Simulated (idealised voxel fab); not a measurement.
A process module follows: voxel self aligned vias.
Cross-section cut spans 285 nm and uses square cells 5 nm in size.
A cross-section is a grid of square cells, given in bands from the top down. A band is one or more rows of cells. Basically the band line says how high the top is and how high the bottom is, in nm, and then what's in it from left to right, every material with its width in nm. Empty space shows up as "blank", and if a single material carries "everywhere" it runs the full band edge to edge. Basically, 0 is our baseline, since under it the wafer straight out of the box is all one material. The bottom band has no lower end and keeps on going down, so it looks like "top 0, no bottom". Width: "30..40" (first number = top row, second number = bottom row, same change from row to row of cells). Step note "nothing was modified" = no cross-section cell changed. "Entrapped void list" enumerates empty spaces isolated from the top, with no open way to it, that contain at least 8 cells, giving each as width x height at distance from the left edge, all three in nm. It should be noted that, on the line of a given step, the content following the step's settings is a remark produced by the simulator itself with respect to that step. "overlay nm", when on a step's line for a step with a mask, measures how far to the right of its planned place the mask lay; a negative measure means to the left.
## Process steps foreseen in the plan
- 1: RECEIVE | material Si
- 2: CONFORMAL_DEP | material SiO2 | thk nm 15
- 3: CONFORMAL_DEP | material SiCN | thk nm 5
- 4: DIRECTIONAL_DEP | material SiO2 | thk nm 25
- 5: DIRECTIONAL_DEP | material aC | thk nm 15
- 6: PATTERN | tone open | mask id LINES | material resist | width nm 25 | pitch nm 60 | thk nm 35 | overlay nm 0
- 7: DIRECTIONAL_ETCH | etch materials aC | depth nm 15
- 8: STRIP | etch materials resist
- 9: DIRECTIONAL_ETCH | etch materials SiO2 | depth nm 25
- 10: STRIP | etch materials aC
- 11: CONFORMAL_DEP | material TiN | thk nm 5
- 12: FILL_DEP | material W | thk nm 5
- 13: CMP | height nm 45
- 14: SELECTIVE_ETCH | etch materials W Ru TiN | depth nm 10
- 15: FILL_DEP | material SiN | thk nm 5
- 16: CMP | height nm 45
- 17: DIRECTIONAL_DEP | material SiO2 | thk nm 15
- 18: MASKED_ETCH | tone open | mask id VIAS | width nm 35 | etch materials SiO2 | depth nm 15 | overlay nm 0
- 19: MASKED_ETCH | tone open | mask id VIAS | width nm 35 | etch materials SiN | depth nm 10 | overlay nm 0
- 20: CONFORMAL_DEP | material TiN | thk nm 5
- 21: FILL_DEP | material Ru | thk nm 5
- 22: CMP | height nm 60
- 23: CONFORMAL_DEP | material SiN | thk nm 5
## The following pertains to the first of two wafers, which was processed as planned
## This is the cross-section of the wafer as we received it, i.e. after step 1
  top 0, no bottom: Si everywhere
  Entrapped void list: none
## You're looking at a cross-section of the wafer after step 2
  top 15, bottom 0: SiO2 everywhere
  Note: structure below 0 unchanged.
## You're looking at a cross-section of the wafer after step 3
  top 20, bottom 15: SiCN everywhere
  Note: structure below 15 unchanged.
## You're looking at a cross-section of the wafer after step 4
  top 45, bottom 20: SiO2 everywhere
  Note: structure below 20 unchanged.
## You're looking at a cross-section of the wafer after step 5
  top 60, bottom 45: aC everywhere
  Note: structure below 45 unchanged.
## You're looking at a cross-section of the wafer after step 6
  top 95, bottom 60: 100 nm resist, then 25 nm blank, then 35 nm resist, then 25 nm blank, then 100 nm resist
  Note: structure below 60 unchanged.
## You're looking at a cross-section of the wafer after step 7
  top 80, bottom 60: 100 nm resist, then 25 nm blank, then 35 nm resist, then 25 nm blank, then 100 nm resist
  top 60, bottom 45: 100 nm aC, then 25 nm blank, then 35 nm aC, then 25 nm blank, then 100 nm aC
  Note: structure below 45 unchanged.
## You're looking at a cross-section of the wafer after step 8
  top 60, bottom 45: 100 nm aC, then 25 nm blank, then 35 nm aC, then 25 nm blank, then 100 nm aC
  Note: structure below 45 unchanged.
## You're looking at a cross-section of the wafer after step 9
  top 60, bottom 45: 100 nm aC, then 25 nm blank, then 35 nm aC, then 25 nm blank, then 100 nm aC
  top 45, bottom 20: 100 nm SiO2, then 25 nm blank, then 35 nm SiO2, then 25 nm blank, then 100 nm SiO2
  Note: structure below 20 unchanged.
## You're looking at a cross-section of the wafer after step 10
  top 45, bottom 20: 100 nm SiO2, then 25 nm blank, then 35 nm SiO2, then 25 nm blank, then 100 nm SiO2
  Note: structure below 20 unchanged.
## You're looking at a cross-section of the wafer after step 11
  top 50, bottom 45: 105 nm TiN, then 15 nm blank, then 45 nm TiN, then 15 nm blank, then 105 nm TiN
  top 45, bottom 25: 100 nm SiO2, then 5 nm TiN, then 15 nm blank, then 5 nm TiN, then 35 nm SiO2, then 5 nm TiN, then 15 nm blank, then 5 nm TiN, then 100 nm SiO2
  top 25, bottom 20: 100 nm SiO2, then 25 nm TiN, then 35 nm SiO2, then 25 nm TiN, then 100 nm SiO2
  Note: structure below 20 unchanged.
## You're looking at a cross-section of the wafer after step 12
  top 55, bottom 50: W everywhere
  top 50, bottom 45: 105 nm TiN, then 15 nm W, then 45 nm TiN, then 15 nm W, then 105 nm TiN
  top 45, bottom 25: 100 nm SiO2, then 5 nm TiN, then 15 nm W, then 5 nm TiN, then 35 nm SiO2, then 5 nm TiN, then 15 nm W, then 5 nm TiN, then 100 nm SiO2
  Note: structure below 25 unchanged.
## You're looking at a cross-section of the wafer after step 13
  top 45, bottom 25: 100 nm SiO2, then 5 nm TiN, then 15 nm W, then 5 nm TiN, then 35 nm SiO2, then 5 nm TiN, then 15 nm W, then 5 nm TiN, then 100 nm SiO2
  Note: structure below 25 unchanged.
## You're looking at a cross-section of the wafer after step 14
  top 45, bottom 35: 100 nm SiO2, then 25 nm blank, then 35 nm SiO2, then 25 nm blank, then 100 nm SiO2
  Note: structure below 35 unchanged.
## You're looking at a cross-section of the wafer after step 15
  top 50, bottom 45: SiN everywhere
  top 45, bottom 35: 100 nm SiO2, then 25 nm SiN, then 35 nm SiO2, then 25 nm SiN, then 100 nm SiO2
  Note: structure below 35 unchanged.
## You're looking at a cross-section of the wafer after step 16
  top 45, bottom 35: 100 nm SiO2, then 25 nm SiN, then 35 nm SiO2, then 25 nm SiN, then 100 nm SiO2
  Note: structure below 35 unchanged.
## You're looking at a cross-section of the wafer after step 17
  top 60, bottom 45: SiO2 everywhere
  Note: structure below 45 unchanged.
## You're looking at a cross-section of the wafer after step 18
  top 60, bottom 45: 95 nm SiO2, then 35 nm blank, then 155 nm SiO2
  Note: structure below 45 unchanged.
## You're looking at a cross-section of the wafer after step 19
  top 60, bottom 45: 95 nm SiO2, then 35 nm blank, then 155 nm SiO2
  top 45, bottom 35: 100 nm SiO2, then 25 nm blank, then 35 nm SiO2, then 25 nm SiN, then 100 nm SiO2
  Note: structure below 35 unchanged.
## You're looking at a cross-section of the wafer after step 20
  top 65, bottom 60: 100 nm TiN, then 25 nm blank, then 160 nm TiN
  top 60, bottom 50: 95 nm SiO2, then 5 nm TiN, then 25 nm blank, then 5 nm TiN, then 155 nm SiO2
  top 50, bottom 45: 95 nm SiO2, then 10 nm TiN, then 15 nm blank, then 10 nm TiN, then 155 nm SiO2
  top 45, bottom 40: 100 nm SiO2, then 5 nm TiN, then 15 nm blank, then 5 nm TiN, then 35 nm SiO2, then 25 nm SiN, then 100 nm SiO2
  top 40, bottom 35: 100 nm SiO2, then 25 nm TiN, then 35 nm SiO2, then 25 nm SiN, then 100 nm SiO2
  Note: structure below 35 unchanged.
## You're looking at a cross-section of the wafer after step 21
  top 70, bottom 65: Ru everywhere
  top 65, bottom 60: 100 nm TiN, then 25 nm Ru, then 160 nm TiN
  top 60, bottom 50: 95 nm SiO2, then 5 nm TiN, then 25 nm Ru, then 5 nm TiN, then 155 nm SiO2
  top 50, bottom 45: 95 nm SiO2, then 10 nm TiN, then 15 nm Ru, then 10 nm TiN, then 155 nm SiO2
  top 45, bottom 40: 100 nm SiO2, then 5 nm TiN, then 15 nm Ru, then 5 nm TiN, then 35 nm SiO2, then 25 nm SiN, then 100 nm SiO2
  Note: structure below 40 unchanged.
## You're looking at a cross-section of the wafer after step 22
  top 60, bottom 50: 95 nm SiO2, then 5 nm TiN, then 25 nm Ru, then 5 nm TiN, then 155 nm SiO2
  Note: structure below 50 unchanged.
## You're looking at a cross-section of the wafer after step 23
  top 65, bottom 60: SiN everywhere
  Note: structure below 60 unchanged.
## Wafer two. Identical start, identical plan. One mistake in execution. Identical history through step 2
Cross-section of the second wafer at the time by which step 3 should have been completed according to the plan: nothing was modified
## Cross-section of the second wafer at the time by which step 4 should have been completed according to the plan
  top 40, bottom 0: SiO2 everywhere
  Note: structure below 0 unchanged.
## Cross-section of the second wafer at the time by which step 5 should have been completed according to the plan
  top 55, bottom 40: aC everywhere
  Note: structure below 40 unchanged.
## Cross-section of the second wafer at the time by which step 6 should have been completed according to the plan
  top 90, bottom 55: 100 nm resist, then 25 nm blank, then 35 nm resist, then 25 nm blank, then 100 nm resist
  Note: structure below 55 unchanged.
## Cross-section of the second wafer at the time by which step 7 should have been completed according to the plan
  top 75, bottom 55: 100 nm resist, then 25 nm blank, then 35 nm resist, then 25 nm blank, then 100 nm resist
  top 55, bottom 40: 100 nm aC, then 25 nm blank, then 35 nm aC, then 25 nm blank, then 100 nm aC
  Note: structure below 40 unchanged.
## Cross-section of the second wafer at the time by which step 8 should have been completed according to the plan
  top 55, bottom 40: 100 nm aC, then 25 nm blank, then 35 nm aC, then 25 nm blank, then 100 nm aC
  Note: structure below 40 unchanged.
## Cross-section of the second wafer at the time by which step 9 should have been completed according to the plan
  top 55, bottom 40: 100 nm aC, then 25 nm blank, then 35 nm aC, then 25 nm blank, then 100 nm aC
  top 40, bottom 15: 100 nm SiO2, then 25 nm blank, then 35 nm SiO2, then 25 nm blank, then 100 nm SiO2
  Note: structure below 15 unchanged.
## Cross-section of the second wafer at the time by which step 10 should have been completed according to the plan
  top 40, bottom 15: 100 nm SiO2, then 25 nm blank, then 35 nm SiO2, then 25 nm blank, then 100 nm SiO2
  Note: structure below 15 unchanged.
## Cross-section of the second wafer at the time by which step 11 should have been completed according to the plan
  top 45, bottom 40: 105 nm TiN, then 15 nm blank, then 45 nm TiN, then 15 nm blank, then 105 nm TiN
  top 40, bottom 20: 100 nm SiO2, then 5 nm TiN, then 15 nm blank, then 5 nm TiN, then 35 nm SiO2, then 5 nm TiN, then 15 nm blank, then 5 nm TiN, then 100 nm SiO2
  top 20, bottom 15: 100 nm SiO2, then 25 nm TiN, then 35 nm SiO2, then 25 nm TiN, then 100 nm SiO2
  Note: structure below 15 unchanged.
## Cross-section of the second wafer at the time by which step 12 should have been completed according to the plan
  top 50, bottom 45: W everywhere
  top 45, bottom 40: 105 nm TiN, then 15 nm W, then 45 nm TiN, then 15 nm W, then 105 nm TiN
  top 40, bottom 20: 100 nm SiO2, then 5 nm TiN, then 15 nm W, then 5 nm TiN, then 35 nm SiO2, then 5 nm TiN, then 15 nm W, then 5 nm TiN, then 100 nm SiO2
  Note: structure below 20 unchanged.
## Cross-section of the second wafer at the time by which step 13 should have been completed according to the plan
  top 45, bottom 40: 105 nm TiN, then 15 nm W, then 45 nm TiN, then 15 nm W, then 105 nm TiN
  Note: structure below 40 unchanged.
## Cross-section of the second wafer at the time by which step 14 should have been completed according to the plan
  top 40, bottom 35: 100 nm SiO2, then 25 nm blank, then 35 nm SiO2, then 25 nm blank, then 100 nm SiO2
  Note: structure below 35 unchanged.
## Cross-section of the second wafer at the time by which step 15 should have been completed according to the plan
  top 45, bottom 40: SiN everywhere
  top 40, bottom 35: 100 nm SiO2, then 25 nm SiN, then 35 nm SiO2, then 25 nm SiN, then 100 nm SiO2
  Note: structure below 35 unchanged.
Cross-section of the second wafer at the time by which step 16 should have been completed according to the plan: nothing was modified
## Cross-section of the second wafer at the time by which step 17 should have been completed according to the plan
  top 60, bottom 45: SiO2 everywhere
  Note: structure below 45 unchanged.
## Cross-section of the second wafer at the time by which step 18 should have been completed according to the plan
  top 60, bottom 45: 95 nm SiO2, then 35 nm blank, then 155 nm SiO2
  Note: structure below 45 unchanged.
## Cross-section of the second wafer at the time by which step 19 should have been completed according to the plan
  top 60, bottom 45: 95 nm SiO2, then 35 nm blank, then 155 nm SiO2
  top 45, bottom 40: 95 nm SiN, then 35 nm blank, then 155 nm SiN
  top 40, bottom 35: 100 nm SiO2, then 25 nm blank, then 35 nm SiO2, then 25 nm SiN, then 100 nm SiO2
  Note: structure below 35 unchanged.
## Cross-section of the second wafer at the time by which step 20 should have been completed according to the plan
  top 65, bottom 60: 100 nm TiN, then 25 nm blank, then 160 nm TiN
  top 60, bottom 45: 95 nm SiO2, then 5 nm TiN, then 25 nm blank, then 5 nm TiN, then 155 nm SiO2
  top 45, bottom 40: 95 nm SiN, then 10 nm TiN, then 15 nm blank, then 10 nm TiN, then 155 nm SiN
  top 40, bottom 35: 100 nm SiO2, then 25 nm TiN, then 35 nm SiO2, then 25 nm SiN, then 100 nm SiO2
  Note: structure below 35 unchanged.
## Cross-section of the second wafer at the time by which step 21 should have been completed according to the plan
  top 70, bottom 65: Ru everywhere
  top 65, bottom 60: 100 nm TiN, then 25 nm Ru, then 160 nm TiN
  top 60, bottom 45: 95 nm SiO2, then 5 nm TiN, then 25 nm Ru, then 5 nm TiN, then 155 nm SiO2
  top 45, bottom 40: 95 nm SiN, then 10 nm TiN, then 15 nm Ru, then 10 nm TiN, then 155 nm SiN
  Note: structure below 40 unchanged.
## Cross-section of the second wafer at the time by which step 22 should have been completed according to the plan
  top 60, bottom 45: 95 nm SiO2, then 5 nm TiN, then 25 nm Ru, then 5 nm TiN, then 155 nm SiO2
  Note: structure below 45 unchanged.
## Cross-section of the second wafer at the time by which step 23 should have been completed according to the plan
  top 65, bottom 60: SiN everywhere
  Note: structure below 60 unchanged.
What went wrong in running the wafer? no execution of plan step 3; skipped
Heads up, by the end the second wafer has more or fewer cells of some materials compared to the first: +2 Ru, -57 SiCN, +45 SiN, +4 TiN, +6 W
